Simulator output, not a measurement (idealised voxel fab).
process module | voxel double patterning
cross-section cut | 175 nm wide | cells 5 nm
A cross-section is a grid of square cells, given in bands from the top down. A band is one or more rows of cells.
Each band's line starts with the height of the band's top and of its bottom, in nm. Then come its materials from left to right, each with its width in nm. One material with "throughout" fills the band from edge to edge. "air" is empty space.
Height 0 is the level under which the wafer as received is all one material. The lowest band goes on downwards, as in "0 down".
A width such as "30 to 40" changes by the same amount from each row of cells to the next, from the band's top row to its bottom row.
"no change" after a step means that no cell of the cross-section changed.
closed voids: empty space of 8 cells or more with no open way to the top, each as width x height at its distance from the left edge, in nm
after a step's settings: what the simulator itself notes on the step
overlay nm, on a step with a mask: how far to the right of its planned place the mask lay; to the left if negative
plan
1 op RECEIVE | material Si
2 op CONFORMAL_DEP | material SiO2 | thk nm 10
3 op DIRECTIONAL_DEP | material TiN | thk nm 20
4 op DIRECTIONAL_DEP | material SiCN | thk nm 5
5 op PATTERN | tone open | mask id FIRST | material resist | width nm 15 | pitch nm 50 | thk nm 15 | overlay nm 0
6 op DIRECTIONAL_ETCH | etch materials SiCN | depth nm 5
7 op STRIP | etch materials resist
8 op PATTERN | tone open | mask id SECOND | material resist | width nm 15 | thk nm 15 | overlay nm 0
9 op DIRECTIONAL_ETCH | etch materials SiCN | depth nm 5
10 op STRIP | etch materials resist
11 op DIRECTIONAL_ETCH | etch materials TiN | depth nm 20
12 op STRIP | etch materials SiCN
as received, after step 1
  0 down: Si throughout
  closed voids: none
a wafer at the end: this start, this plan, one mistake
  25 to 5: TiN 55 | air 15 | TiN 10 | air 15 | TiN 10 | air 15 | TiN 55
  5 to 0: SiO2 throughout
  0 down: Si throughout
  closed voids: none
what went wrong: step 2 ran as: op CONFORMAL_DEP | material SiO2 | thk nm 5
